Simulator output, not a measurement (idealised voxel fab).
A process module follows: voxel transistor to metal.
Each square cell in cross-section cut measures 5 nm, and the section as a whole is 210 nm wide.
Square cells in a grid make up a cross-section in this document, and the grid is given as bands, listed from the top down, each one or more rows of cells.
Basically the band line says how high the top is and how high the bottom is, in nm, and then what's in it from left to right, every material with its width in nm. Empty space shows up as "blank", and if a single material carries "edge to edge" it runs the full band edge to edge.
The reference from which all heights are counted is 0, the level beneath which the as-received wafer is entirely one material; the lowest band, having no lower bound, proceeds downward and is written after the example "top 0, no bottom".
The two numbers in a width such as "30->40" mark its ends across the band: the first belongs to the top row of cells, the second to the bottom row, and from each row to the next the width moves by the same amount.
"nothing different" for a step: no cell of the cross-section changed in that step.
Enclosed voids (no open way to top), threshold 8 cells or more, entry "Closed cavities", notation width x height at distance, distance from left edge, nm.
Where a step's line continues beyond its settings, the continuation is a remark by the simulator itself on that step.
Each step line may optionally specify "overlay nm", which for a step with a mask gives the rightward distance between the mask's planned place and where it lay, a negative value indicating the leftward direction.

The planned process steps are enumerated hereunder
| 1 | RECEIVE with material Si |
| 2 | CONFORMAL_DEP with material SiO2, thk nm 5 |
| 3 | CONFORMAL_DEP with material SiN, thk nm 15 |
| 4 | DIRECTIONAL_DEP with material aC, thk nm 10 |
| 5 | PATTERN with tone cover, mask id ACTIVE, material resist, width nm 115, thk nm 25, overlay nm 0 |
| 6 | DIRECTIONAL_ETCH with etch materials aC, depth nm 10 |
| 7 | STRIP with etch materials resist |
| 8 | DIRECTIONAL_ETCH with etch materials SiN, depth nm 15 |
| 9 | DIRECTIONAL_ETCH with etch materials SiO2, depth nm 5 |
| 10 | DIRECTIONAL_ETCH with etch materials Si, depth nm 20 |
| 11 | STRIP with etch materials aC |
| 12 | OXIDIZE with depth nm 5 |
| 13 | FILL_DEP with material SiO2, thk nm 15 |
| 14 | CMP with height nm 20 |
| 15 | SELECTIVE_ETCH with etch materials SiO2, depth nm 15 |
| 16 | STRIP with etch materials SiN |
| 17 | SELECTIVE_ETCH with etch materials SiO2, depth nm 5 |
| 18 | OXIDIZE with depth nm 5 |
| 19 | DIRECTIONAL_DEP with material polySi, thk nm 30 |
| 20 | DIRECTIONAL_DEP with material SiCN, thk nm 10 |
| 21 | PATTERN with tone cover, mask id GATE, material resist, width nm 15, thk nm 20, overlay nm 0 |
| 22 | DIRECTIONAL_ETCH with etch materials SiCN, depth nm 20 |
| 23 | DIRECTIONAL_ETCH with etch materials polySi, depth nm 40 |
| 24 | STRIP with etch materials resist |
| 25 | CONFORMAL_DEP with material SiO2, thk nm 5 |
| 26 | DIRECTIONAL_ETCH with etch materials SiO2, depth nm 5 |
| 27 | CONFORMAL_DEP with material SiN, thk nm 5 |
| 28 | DIRECTIONAL_ETCH with etch materials SiN, depth nm 5 |
| 29 | DIRECTIONAL_ETCH with etch materials SiO2, depth nm 5 |
| 30 | EPI with material SiGe, thk nm 5 |
| 31 | FILL_DEP with material SiO2, thk nm 10 |
| 32 | CMP with height nm 40 |
| 33 | DIRECTIONAL_DEP with material SiO2, thk nm 10 |
| 34 | MASKED_ETCH with tone open, mask id CONTACT, width nm 30, pitch nm 65, etch materials SiO2, depth nm 50, overlay nm 0 |
| 35 | CONFORMAL_DEP with material TiN, thk nm 5 |
| 36 | FILL_DEP with material W, thk nm 10 |
| 37 | CMP with height nm 50 |
| 38 | CONFORMAL_DEP with material SiN, thk nm 5 |
| 39 | DIRECTIONAL_DEP with material SiO2, thk nm 20 |
| 40 | MASKED_ETCH with tone open, mask id METAL_1, width nm 15, pitch nm 80, etch materials SiO2, depth nm 20, overlay nm 0 |
| 41 | MASKED_ETCH with tone open, mask id METAL_1, width nm 15, pitch nm 80, etch materials SiN, depth nm 5, overlay nm 0 |
| 42 | CONFORMAL_DEP with material TiN, thk nm 5 |
| 43 | FILL_DEP with material W, thk nm 10 |
| 44 | CMP with height nm 75 |
| 45 | EPI with material Ru, thk nm 5 |
| 46 | FILL_DEP with material SiCN, thk nm 5 |
It is noted that the wafers described herein are identical at the outset and are distinguished by the width nm of step 21; the value stated in the plan corresponds to the first wafer.

Cross-section of the first of several wafers as received (after step 1)
- top 0, no bottom: Si edge to edge
- Closed cavities: none

Gained (+) or lost (-) cells of each material since receipt, then closed voids: one row per wafer, at the end of the module
width nm 15; +10 Ru; -126 Si; +80 SiCN; +16 SiGe; +52 SiN; +514 SiO2; +70 TiN; +80 W; +18 polySi; Closed cavities: none
width nm 20; +10 Ru; -126 Si; +82 SiCN; +15 SiGe; +52 SiN; +515 SiO2; +70 TiN; +72 W; +24 polySi; Closed cavities: none
width nm 25; +10 Ru; -126 Si; +84 SiCN; +14 SiGe; +52 SiN; +516 SiO2; +70 TiN; +64 W; +30 polySi; Closed cavities: none
width nm 30; +10 Ru; -126 Si; +86 SiCN; +13 SiGe; +52 SiN; +509 SiO2; +78 TiN; +56 W; +36 polySi; Closed cavities: none
width nm 35; +10 Ru; -126 Si; +88 SiCN; +12 SiGe; +52 SiN; +502 SiO2; +86 TiN; +48 W; +42 polySi; Closed cavities: none
width nm 40; +10 Ru; -126 Si; +90 SiCN; +11 SiGe; +52 SiN; +503 SiO2; +86 TiN; +40 W; +48 polySi; Closed cavities: none
